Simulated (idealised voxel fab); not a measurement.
The document below concerns the process module designated voxel tone inversion.
FYI the section here is cut, 265 nm wide, cells are 5 nm squares.
Cross-section format: a grid of square cells, given as bands from top to bottom; each band is one or more rows of cells. Per band: top height and bottom height in nm, followed by the left-to-right materials and their widths in nm; "full width" marks a single material spanning edge to edge, "blank" marks empty space. Heights are expressed relative to 0, this being the level below which the as-received wafer comprises one material exclusively. The lowest band is unbounded in the downward direction and is denoted as in "from 0 down". A two-number width, for instance "30->40", indicates that the width is equal to the first number in the top row of the band and to the second number in the bottom row, and that it changes by a constant amount per row of cells. Where the words "no alteration" appear for a step, the cross-section shows no cell changed by that step; every cell remained as before. Heads up: "Encapsulated voids" only lists the empty pockets with no open path to the top that are 8 cells or more, and it writes them as width x height at distance, distance from the left edge, in nm. Where a step's line continues beyond its settings, the continuation is a remark by the simulator itself on that step. "overlay nm", when on a step's line for a step with a mask, measures how far to the right of its planned place the mask lay; a negative measure means to the left.

Steps planned for the process
step 1: op RECEIVE | material Si
step 2: op CONFORMAL_DEP | material SiCN | thk nm 5
step 3: op DIRECTIONAL_DEP | material aC | thk nm 20
step 4: op PATTERN | tone cover | mask id POSTS | material resist | width nm 20 | pitch nm 45 | thk nm 25 | overlay nm 0
step 5: op DIRECTIONAL_ETCH | etch materials aC | depth nm 20
step 6: op STRIP | etch materials resist
step 7: op FILL_DEP | material lowk | thk nm 5
step 8: op CMP | height nm 25
step 9: op STRIP | etch materials aC
step 10: op CONFORMAL_DEP | material TiN | thk nm 5
step 11: op FILL_DEP | material Ru | thk nm 5
step 12: op CMP | height nm 25
step 13: op CONFORMAL_DEP | material SiCN | thk nm 5

Cross-section of the incoming wafer, state after step 1
  from 0 down | Si full width
  Encapsulated voids: none

One mistake in running the module, otherwise start and plan as above: cross-section at the end
  from 30 to 25 | SiCN full width
  from 25 to 20 | TiN 80 nm, then Ru 10 nm, then TiN 35 nm, then Ru 10 nm, then TiN 35 nm, then Ru 10 nm, then TiN 85 nm
  from 20 to 10 | lowk 75 nm, then TiN 5 nm, then Ru 10 nm, then TiN 5 nm, then lowk 25 nm, then TiN 5 nm, then Ru 10 nm, then TiN 5 nm, then lowk 25 nm, then TiN 5 nm, then Ru 10 nm, then TiN 5 nm, then lowk 80 nm
  from 10 to 5 | lowk 75 nm, then TiN 20 nm, then lowk 25 nm, then TiN 20 nm, then lowk 25 nm, then TiN 20 nm, then lowk 80 nm
  from 5 to 0 | SiCN full width
  from 0 down | Si full width
  Encapsulated voids: none
Run error: step 8 deviated from plan and actually ran as op CMP | height nm 20
